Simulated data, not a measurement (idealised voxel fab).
process module | voxel self aligned vias
cross-section cut | 225 nm wide | cells 5 nm
A cross-section is a grid of square cells, given in bands from the top down. A band is one or more rows of cells.
Each band's line starts with the height of the band's top and of its bottom, in nm. Then come its materials from left to right, each with its width in nm. One material with "throughout" fills the band from edge to edge. "air" is empty space.
Height 0 is the level under which the wafer as received is all one material. The lowest band goes on downwards, as in "0 down".
A width such as "30 to 40" changes by the same amount from each row of cells to the next, from the band's top row to its bottom row.
"no change" after a step means that no cell of the cross-section changed.
closed voids: empty space of 8 cells or more with no open way to the top, each as width x height at its distance from the left edge, in nm
after a step's settings: what the simulator itself notes on the step
overlay nm, on a step with a mask: how far to the right of its planned place the mask lay; to the left if negative
plan
1 op RECEIVE | material Si
2 op CONFORMAL_DEP | material SiO2 | thk nm 15
3 op CONFORMAL_DEP | material SiCN | thk nm 5
4 op DIRECTIONAL_DEP | material lowk | thk nm 30
5 op PATTERN | tone open | mask id LINES | material resist | width nm 25 | pitch nm 65 | thk nm 20 | overlay nm 0
6 op DIRECTIONAL_ETCH | etch materials lowk | depth nm 30
7 op STRIP | etch materials resist
8 op CONFORMAL_DEP | material TiN | thk nm 5
9 op FILL_DEP | material Ru | thk nm 10
10 op CMP | height nm 50
11 op SELECTIVE_ETCH | etch materials W Ru TiN | depth nm 10
12 op FILL_DEP | material SiN | thk nm 10
13 op CMP | height nm 50
14 op DIRECTIONAL_DEP | material lowk | thk nm 15
15 op MASKED_ETCH | tone open | mask id VIAS | width nm 35 | pitch nm 65 | etch materials lowk | depth nm 15 | overlay nm 0
16 op MASKED_ETCH | tone open | mask id VIAS | width nm 35 | pitch nm 65 | etch materials SiN | depth nm 10 | overlay nm 0
17 op CONFORMAL_DEP | material TiN | thk nm 5
18 op FILL_DEP | material Ru | thk nm 10
19 op CMP | height nm 65
20 op CONFORMAL_DEP | material SiCN | thk nm 5
as received, after step 1
  0 down: Si throughout
  closed voids: none
a wafer at the end: this start, this plan, one mistake
  70 to 65: SiCN throughout
  65 to 55: lowk 60 | TiN 5 | W 25 | TiN 5 | lowk 30 | TiN 5 | W 25 | TiN 5 | lowk 65
  55 to 45: lowk 60 to 65 | TiN 10 to 5 | W 15 | TiN 10 to 5 | lowk 30 to 40 | TiN 10 to 5 | W 15 | TiN 10 to 5 | lowk 65 to 70
  45 to 40: lowk 65 | TiN 25 | lowk 40 | TiN 25 | lowk 70
  40 to 25: lowk 65 | TiN 5 | Ru 15 | TiN 5 | lowk 40 | TiN 5 | Ru 15 | TiN 5 | lowk 70
  25 to 20: lowk 65 | TiN 25 | lowk 40 | TiN 25 | lowk 70
  20 to 15: SiCN throughout
  15 to 0: SiO2 throughout
  0 down: Si throughout
  closed voids: none
what went wrong: step 18 ran as: op FILL_DEP | material W | thk nm 10
